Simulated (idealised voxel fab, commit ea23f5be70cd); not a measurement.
Presented below is a process module, voxel released beams.
The width of the displayed cross-section, cut, is 195 nm; its cells are square, with a size of 5 nm.
For the purposes of this document, a cross-section shall be understood as a grid of square cells, specified as bands listed in top-to-bottom order, each band consisting of one or more rows of cells. Band entry format. Leading values: height of top, height of bottom, nm. Remainder: materials in left-to-right order, each with its width in nm. Special words: "edge to edge" on a single material, which then fills the band edge to edge; "air", empty space. Counting heights begins at 0, where everything beneath is, in the wafer as received, one material. The lowest band has no bottom; it goes on downwards, as "0 down" shows. So if you see something like "30..40" for the width, read it as the top row of the band sitting at the first number and the bottom row at the second, with every row in between moving by the same amount as the last. You'll sometimes find "nothing different" written for a step, and that's the way of saying that nowhere in the cross-section did a cell change during that step. "Non-vented voids" means: voids of 8 cells or more that are shut off from the top with no open way through. Written width x height at distance, distance from the left edge, in nm. Past the settings on a step's line: simulator remark, on that step. When a step includes a mask, the "overlay nm" setting on its line states how far to the right of its planned place that mask lay, and negative values state how far to the left.
[Process steps foreseen in the plan]
1) RECEIVE: material Si
2) CONFORMAL_DEP: material Al2O3, thk nm 10
3) DIRECTIONAL_DEP: material SiO2, thk nm 20
4) MASKED_ETCH: tone open, mask id ANCHOR, width nm 35, etch materials SiO2, depth nm 20, overlay nm 0
5) CONFORMAL_DEP: material SiN, thk nm 15
6) PATTERN: tone cover, mask id BEAM, material resist, width nm 100, thk nm 15, overlay nm 0
7) DIRECTIONAL_ETCH: etch materials SiN, depth nm 15
8) STRIP: etch materials resist
9) STRIP: etch materials SiO2
[Received-state cross-section, reflecting completion of step 1]
> 0 down  Si edge to edge
> Non-vented voids: none
[First of two wafers at the end of the module, shown in cross-section; run carried out as planned]
> 45 to 30  air: 45 | SiN: 20 | air: 5 | SiN: 75 | air: 50
> 30 to 25  air: 50 | SiN: 15 | air: 5 | SiN: 15 | air: 110
> 25 to 10  air: 50 | SiN: 35 | air: 110
> 10 to 0  Al2O3 edge to edge
> 0 down  Si edge to edge
> Non-vented voids: none
[Presented here is a cross-section of the second of the two wafers as it stood at the end of the module. It was started in the same manner and assigned the same plan as the first wafer; however, one mistake was made in its execution]
> 45 to 30  air: 45 | SiN: 55 | air: 95
> 30 to 25  air: 35 | SiN: 15 | SiO2: 35 | SiN: 15 | air: 95
> 25 to 10  air: 35 | SiN: 15 | SiO2: 35 | SiN: 60 | air: 50
> 10 to 0  Al2O3 edge to edge
> 0 down  Si edge to edge
> Non-vented voids: none
What was the processing mistake? contrary to plan, step 4 was performed as MASKED_ETCH: tone cover, mask id ANCHOR, width nm 35, etch materials SiO2, depth nm 20, overlay nm 0
Wrapping up, a cell-based count of both wafers puts the second over or under the first for these materials: 28 more of SiO2
